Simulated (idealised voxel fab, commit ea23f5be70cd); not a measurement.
Process module name: voxel air gaps
The width of the displayed cross-section, cut, is 295 nm; its cells are square, with a size of 5 nm.
Cross-section spec: square-cell grid; bands listed top down; each band is one or more rows.
Quick guide to a band line: top height, bottom height (nm) up front; then every material left to right with its width in nm. Only one material and it's marked "full width"? Then it fills the band edge to edge. And "empty" just means empty space.
Where do heights start? At 0: under that level the wafer as delivered is made of one material only. And the lowest band has no floor; it just carries on downward, as in "0..down".
So if you see something like "30..40" for the width, read it as the top row of the band sitting at the first number and the bottom row at the second, with every row in between moving by the same amount as the last.
"remained the same", as given for a step, is the statement that not any cell of the cross-section underwent a change during that step.
"Sealed void list" - sealed voids, min. 8 cells, no opening to top; format: width x height at distance (distance from left edge; nm throughout).
The remark found on a step's line after its settings is issued by the simulator itself and pertains to that step.
"overlay nm" answers the question of how far to the right of plan the mask lay on a step that has a mask, and when it is negative the answer is to the left.
-- Steps planned for the process
step 1: RECEIVE,material Si
step 2: CONFORMAL_DEP,material SiO2,thk nm 15
step 3: CONFORMAL_DEP,material SiN,thk nm 5
step 4: DIRECTIONAL_DEP,material lowk,thk nm 25
step 5: MASKED_ETCH,tone open,mask id LINES,width nm 20,pitch nm 50,etch materials lowk,depth nm 35,overlay nm 0
step 6: CONFORMAL_DEP,material TiN,thk nm 5
step 7: FILL_DEP,material Cu,thk nm 5
step 8: CMP,height nm 55
step 9: EPI,material Ru,thk nm 10
step 10: SELECTIVE_ETCH,etch materials lowk,depth nm 45
step 11: CONFORMAL_DEP,material SiN,thk nm 5
Keep in mind the plan's value for the thk nm of step 4 comes from the first wafer; the wafers don't share that setting, but they do share the same starting point.
-- Cross-section of the first incoming wafer of several, state after step 1
    0..down = Si full width
    Sealed void list: none
-- First of several wafers: cross-section at the end of the module, after step 11, its last step
    70..65 = SiN full width
    65..55 = Ru full width
    55..50 = Cu full width
    50..45 = TiN: 90 / Cu: 10 / TiN: 40 / Cu: 10 / TiN: 40 / Cu: 10 / TiN: 95
    45..25 = lowk: 85 / TiN: 5 / Cu: 10 / TiN: 5 / lowk: 30 / TiN: 5 / Cu: 10 / TiN: 5 / lowk: 30 / TiN: 5 / Cu: 10 / TiN: 5 / lowk: 90
    25..20 = lowk: 85 / TiN: 20 / lowk: 30 / TiN: 20 / lowk: 30 / TiN: 20 / lowk: 90
    20..15 = SiN full width
    15..0 = SiO2 full width
    0..down = Si full width
    Sealed void list: none
-- last wafer at the end
    70..65 = empty: 70 / SiN: 150 / empty: 75
    65..55 = empty: 70 / SiN: 5 / Ru: 40 / SiN: 10 / Ru: 40 / SiN: 10 / Ru: 40 / SiN: 5 / empty: 75
    55..50 = empty: 70 / SiN: 15 / TiN: 5 / Cu: 10 / TiN: 5 / SiN: 30 / TiN: 5 / Cu: 10 / TiN: 5 / SiN: 30 / TiN: 5 / Cu: 10 / TiN: 5 / SiN: 15 / empty: 75
    50..25 = empty: 80 / SiN: 5 / TiN: 5 / Cu: 10 / TiN: 5 / SiN: 5 / empty: 20 / SiN: 5 / TiN: 5 / Cu: 10 / TiN: 5 / SiN: 5 / empty: 20 / SiN: 5 / TiN: 5 / Cu: 10 / TiN: 5 / SiN: 5 / empty: 85
    25..20 = SiN: 85 / TiN: 20 / SiN: 30 / TiN: 20 / SiN: 30 / TiN: 20 / SiN: 90
    20..15 = SiN full width
    15..0 = SiO2 full width
    0..down = Si full width
    Sealed void list: 20 x 25 at 110; 20 x 25 at 160
-- Row per wafer, end-of-module: cell gain (+)/loss (-) by material since the wafer came in, then closed voids
thk nm 25, +89 Cu, +118 Ru, +118 SiN, +177 SiO2, +89 TiN, +235 lowk, Sealed void list: none
thk nm 30, +36 Cu, +118 Ru, +118 SiN, +177 SiO2, +95 TiN, +282 lowk, Sealed void list: none
thk nm 35, +36 Cu, +48 Ru, +196 SiN, +177 SiO2, +48 TiN, Sealed void list: 20 x 25 at 110; 20 x 25 at 160
